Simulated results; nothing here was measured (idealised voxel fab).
voxel capacitor over wiring: a process module
Square cell edge 5 nm, section width 255 nm, ID cut.
A cross-section is a grid of square cells, given in bands from the top down. A band is one or more rows of cells.
Heads up on the band format: heights come first, top then bottom, in nm. After that it's the materials left to right, each with its width in nm. A single material flagged "edge to edge" fills the whole band edge to edge, and "empty" means there's empty space there.
Counting heights begins at 0, where everything beneath is, in the wafer as received, one material. The lowest band has no bottom; it goes on downwards, as "top 0, no bottom" shows.
It should be noted that a width expressed as "30 to 40" varies in equal increments from row to row of cells within the band, taking the value of the first number at the top row and that of the second number at the bottom row.
Where a step carries "same as before", the cross-section came out of it unchanged, cell for cell.
Basically, "Sealed void listing" tells you about the enclosed voids: empty spaces with no open way to the top, 8 cells or bigger, each written width x height at distance, where distance is from the left edge, all in nm.
Anything after a step's settings on that line? It's the simulator's own note about the step.
When a step includes a mask, the "overlay nm" setting on its line states how far to the right of its planned place that mask lay, and negative values state how far to the left.
## plan
1. RECEIVE,material Si
2. CONFORMAL_DEP,material SiO2,thk nm 15
3. DIRECTIONAL_DEP,material TiN,thk nm 5
4. DIRECTIONAL_DEP,material Ru,thk nm 25
5. MASKED_ETCH,tone cover,mask id METAL_1,width nm 20,pitch nm 85,etch materials Ru,depth nm 25,overlay nm 0
6. MASKED_ETCH,tone cover,mask id METAL_1,width nm 20,pitch nm 85,etch materials TiN,depth nm 5,overlay nm 0
7. FILL_DEP,material SiO2,thk nm 10
8. CMP,height nm 45
9. CONFORMAL_DEP,material SiCN,thk nm 5
10. DIRECTIONAL_DEP,material SiO2,thk nm 20
11. DIRECTIONAL_DEP,material aC,thk nm 10
12. PATTERN,tone open,mask id PLUG_1,material resist,width nm 15,thk nm 30,overlay nm 0
13. DIRECTIONAL_ETCH,etch materials aC,depth nm 10
14. STRIP,etch materials resist
15. DIRECTIONAL_ETCH,etch materials SiO2,depth nm 20
16. DIRECTIONAL_ETCH,etch materials SiCN,depth nm 5
17. STRIP,etch materials aC
18. EPI,material Ru,thk nm 10
19. EPI,material Ru,thk nm 10
20. EPI,material Ru,thk nm 5
21. DIRECTIONAL_DEP,material TiN,thk nm 5
22. DIRECTIONAL_DEP,material HfO2,thk nm 5
23. DIRECTIONAL_DEP,material TiN,thk nm 5
24. MASKED_ETCH,tone cover,mask id UPPER_PLATE,width nm 70,etch materials TiN,depth nm 5,overlay nm 0
25. MASKED_ETCH,tone cover,mask id UPPER_PLATE,width nm 70,etch materials HfO2,depth nm 5,overlay nm 0
26. MASKED_ETCH,tone cover,mask id LOWER_PLATE,width nm 80,etch materials TiN,depth nm 5,overlay nm 0
27. FILL_DEP,material SiO2,thk nm 15
28. CMP,height nm 95
29. PATTERN,tone open,mask id PLUG_2,material resist,width nm 15,thk nm 15,overlay nm 0
30. DIRECTIONAL_ETCH,etch materials SiO2,depth nm 10
31. STRIP,etch materials resist
32. CONFORMAL_DEP,material TiN,thk nm 5
33. FILL_DEP,material Ru,thk nm 10
34. CMP,height nm 95
35. CONFORMAL_DEP,material SiCN,thk nm 5
## Account of the first of two wafers, which was processed as intended
## Wafer as received: cross-section following step 1
> top 0, no bottom = Si edge to edge
> Sealed void listing: none
## Step 2 complete: cross-section through the wafer
> top 15, bottom 0 = SiO2 edge to edge
> Below 0 it's all the same as before, nothing changed down there.
## Step 3 complete: cross-section through the wafer
> top 20, bottom 15 = TiN edge to edge
> Below 15 it's all the same as before, nothing changed down there.
## Step 4 complete: cross-section through the wafer
> top 45, bottom 20 = Ru edge to edge
> Below 20 it's all the same as before, nothing changed down there.
## Step 5 complete: cross-section through the wafer
> top 45, bottom 20 = empty 75 nm; Ru 20 nm; empty 65 nm; Ru 20 nm; empty 75 nm
> Below 20 it's all the same as before, nothing changed down there.
## Step 6 complete: cross-section through the wafer
> top 45, bottom 20 = empty 75 nm; Ru 20 nm; empty 65 nm; Ru 20 nm; empty 75 nm
> top 20, bottom 15 = empty 75 nm; TiN 20 nm; empty 65 nm; TiN 20 nm; empty 75 nm
> Below 15 it's all the same as before, nothing changed down there.
## Step 7 complete: cross-section through the wafer
> top 55, bottom 45 = SiO2 edge to edge
> top 45, bottom 20 = SiO2 75 nm; Ru 20 nm; SiO2 65 nm; Ru 20 nm; SiO2 75 nm
> top 20, bottom 15 = SiO2 75 nm; TiN 20 nm; SiO2 65 nm; TiN 20 nm; SiO2 75 nm
> Below 15 it's all the same as before, nothing changed down there.
## Step 8 complete: cross-section through the wafer
> top 45, bottom 20 = SiO2 75 nm; Ru 20 nm; SiO2 65 nm; Ru 20 nm; SiO2 75 nm
> Below 20 it's all the same as before, nothing changed down there.
## Step 9 complete: cross-section through the wafer
> top 50, bottom 45 = SiCN edge to edge
> Below 45 it's all the same as before, nothing changed down there.
## Step 10 complete: cross-section through the wafer
> top 70, bottom 50 = SiO2 edge to edge
> Below 50 it's all the same as before, nothing changed down there.
## Step 11 complete: cross-section through the wafer
> top 80, bottom 70 = aC edge to edge
> Below 70 it's all the same as before, nothing changed down there.
## Step 12 complete: cross-section through the wafer
> top 110, bottom 80 = resist 80 nm; empty 15 nm; resist 160 nm
> Below 80 it's all the same as before, nothing changed down there.
## Step 13 complete: cross-section through the wafer
> top 100, bottom 80 = resist 80 nm; empty 15 nm; resist 160 nm
> top 80, bottom 70 = aC 80 nm; empty 15 nm; aC 160 nm
> Below 70 it's all the same as before, nothing changed down there.
## Step 14 complete: cross-section through the wafer
> top 80, bottom 70 = aC 80 nm; empty 15 nm; aC 160 nm
> Below 70 it's all the same as before, nothing changed down there.
## Step 15 complete: cross-section through the wafer
> top 80, bottom 70 = aC 80 nm; empty 15 nm; aC 160 nm
> top 70, bottom 50 = SiO2 80 nm; empty 15 nm; SiO2 160 nm
> Below 50 it's all the same as before, nothing changed down there.
## Step 16 complete: cross-section through the wafer
> top 80, bottom 70 = aC 80 nm; empty 15 nm; aC 160 nm
> top 70, bottom 50 = SiO2 80 nm; empty 15 nm; SiO2 160 nm
> top 50, bottom 45 = SiCN 80 nm; empty 15 nm; SiCN 160 nm
> Below 45 it's all the same as before, nothing changed down there.
## Step 17 complete: cross-section through the wafer
> top 70, bottom 50 = SiO2 80 nm; empty 15 nm; SiO2 160 nm
> Below 50 it's all the same as before, nothing changed down there.
## Step 18 complete: cross-section through the wafer
> top 70, bottom 55 = SiO2 80 nm; empty 15 nm; SiO2 160 nm
> top 55, bottom 50 = SiO2 80 nm; Ru 15 nm; SiO2 160 nm
> top 50, bottom 45 = SiCN 80 nm; Ru 15 nm; SiCN 160 nm
> Below 45 it's all the same as before, nothing changed down there.
## Step 19 complete: cross-section through the wafer
> top 70, bottom 65 = SiO2 80 nm; empty 15 nm; SiO2 160 nm
> top 65, bottom 50 = SiO2 80 nm; Ru 15 nm; SiO2 160 nm
> Below 50 it's all the same as before, nothing changed down there.
## Step 20 complete: cross-section through the wafer
> top 70, bottom 50 = SiO2 80 nm; Ru 15 nm; SiO2 160 nm
> Below 50 it's all the same as before, nothing changed down there.
## Step 21 complete: cross-section through the wafer
> top 75, bottom 70 = TiN edge to edge
> Below 70 it's all the same as before, nothing changed down there.
## Step 22 complete: cross-section through the wafer
> top 80, bottom 75 = HfO2 edge to edge
> Below 75 it's all the same as before, nothing changed down there.
## Step 23 complete: cross-section through the wafer
> top 85, bottom 80 = TiN edge to edge
> Below 80 it's all the same as before, nothing changed down there.
## Step 24 complete: cross-section through the wafer
> top 85, bottom 80 = empty 80 nm; TiN 70 nm; empty 105 nm
> Below 80 it's all the same as before, nothing changed down there.
## Step 25 complete: cross-section through the wafer
> top 85, bottom 80 = empty 80 nm; TiN 70 nm; empty 105 nm
> top 80, bottom 75 = empty 80 nm; HfO2 70 nm; empty 105 nm
> Below 75 it's all the same as before, nothing changed down there.
## Step 26 complete: cross-section through the wafer
> top 85, bottom 80 = empty 80 nm; TiN 70 nm; empty 105 nm
> top 80, bottom 75 = empty 80 nm; HfO2 70 nm; empty 105 nm
> top 75, bottom 70 = empty 75 nm; TiN 80 nm; empty 100 nm
> Below 70 it's all the same as before, nothing changed down there.
## Step 27 complete: cross-section through the wafer
> top 100, bottom 85 = SiO2 edge to edge
> top 85, bottom 80 = SiO2 80 nm; TiN 70 nm; SiO2 105 nm
> top 80, bottom 75 = SiO2 80 nm; HfO2 70 nm; SiO2 105 nm
> top 75, bottom 70 = SiO2 75 nm; TiN 80 nm; SiO2 100 nm
> Below 70 it's all the same as before, nothing changed down there.
## Step 28 complete: cross-section through the wafer
> top 95, bottom 85 = SiO2 edge to edge
> Below 85 it's all the same as before, nothing changed down there.
## Step 29 complete: cross-section through the wafer
> top 110, bottom 95 = resist 90 nm; empty 15 nm; resist 150 nm
> Below 95 it's all the same as before, nothing changed down there.
## Step 30 complete: cross-section through the wafer
> top 110, bottom 95 = resist 90 nm; empty 15 nm; resist 150 nm
> top 95, bottom 85 = SiO2 90 nm; empty 15 nm; SiO2 150 nm
> Below 85 it's all the same as before, nothing changed down there.
## Step 31 complete: cross-section through the wafer
> top 95, bottom 85 = SiO2 90 nm; empty 15 nm; SiO2 150 nm
> Below 85 it's all the same as before, nothing changed down there.
## Step 32 complete: cross-section through the wafer
> top 100, bottom 95 = TiN 95 nm; empty 5 nm; TiN 155 nm
> top 95, bottom 90 = SiO2 90 nm; TiN 5 nm; empty 5 nm; TiN 5 nm; SiO2 150 nm
> top 90, bottom 80 = SiO2 90 to 80 nm; TiN 15 to 70 nm; SiO2 150 to 105 nm
> Below 80 it's all the same as before, nothing changed down there.
## Step 33 complete: cross-section through the wafer
> top 110, bottom 100 = Ru edge to edge
> top 100, bottom 95 = TiN 95 nm; Ru 5 nm; TiN 155 nm
> top 95, bottom 90 = SiO2 90 nm; TiN 5 nm; Ru 5 nm; TiN 5 nm; SiO2 150 nm
> Below 90 it's all the same as before, nothing changed down there.
## Step 34 complete: cross-section through the wafer
> top 95, bottom 90 = SiO2 90 nm; TiN 5 nm; Ru 5 nm; TiN 5 nm; SiO2 150 nm
> Below 90 it's all the same as before, nothing changed down there.
## Step 35 complete: cross-section through the wafer
> top 100, bottom 95 = SiCN edge to edge
> Below 95 it's all the same as before, nothing changed down there.
## Wafer two of two - same starting point, same process plan, one mistake in execution; matches wafer one up to and including step 28
## Second wafer, cross-section, planned end of step 29
> top 110, bottom 95 = resist 100 nm; empty 15 nm; resist 140 nm
> Below 95 it's all the same as before, nothing changed down there.
## Second wafer, cross-section, planned end of step 30
> top 110, bottom 95 = resist 100 nm; empty 15 nm; resist 140 nm
> top 95, bottom 85 = SiO2 100 nm; empty 15 nm; SiO2 140 nm
> Below 85 it's all the same as before, nothing changed down there.
## Second wafer, cross-section, planned end of step 31
> top 95, bottom 85 = SiO2 100 nm; empty 15 nm; SiO2 140 nm
> Below 85 it's all the same as before, nothing changed down there.
## Second wafer, cross-section, planned end of step 32
> top 100, bottom 95 = TiN 105 nm; empty 5 nm; TiN 145 nm
> top 95, bottom 90 = SiO2 100 nm; TiN 5 nm; empty 5 nm; TiN 5 nm; SiO2 140 nm
> top 90, bottom 80 = SiO2 100 to 80 nm; TiN 15 to 70 nm; SiO2 140 to 105 nm
> Below 80 it's all the same as before, nothing changed down there.
## Second wafer, cross-section, planned end of step 33
> top 110, bottom 100 = Ru edge to edge
> top 100, bottom 95 = TiN 105 nm; Ru 5 nm; TiN 145 nm
> top 95, bottom 90 = SiO2 100 nm; TiN 5 nm; Ru 5 nm; TiN 5 nm; SiO2 140 nm
> Below 90 it's all the same as before, nothing changed down there.
## Second wafer, cross-section, planned end of step 34
> top 95, bottom 90 = SiO2 100 nm; TiN 5 nm; Ru 5 nm; TiN 5 nm; SiO2 140 nm
> Below 90 it's all the same as before, nothing changed down there.
## Second wafer, cross-section, planned end of step 35
> top 100, bottom 95 = SiCN edge to edge
> Below 95 it's all the same as before, nothing changed down there.
What went wrong in running the wafer? step 29 changed vs plan, executed as PATTERN,tone open,mask id PLUG_2,material resist,width nm 15,thk nm 15,overlay nm 10
At the end, each material covers as many cells on the second wafer as it does on the first, though the cells it covers are elsewhere.
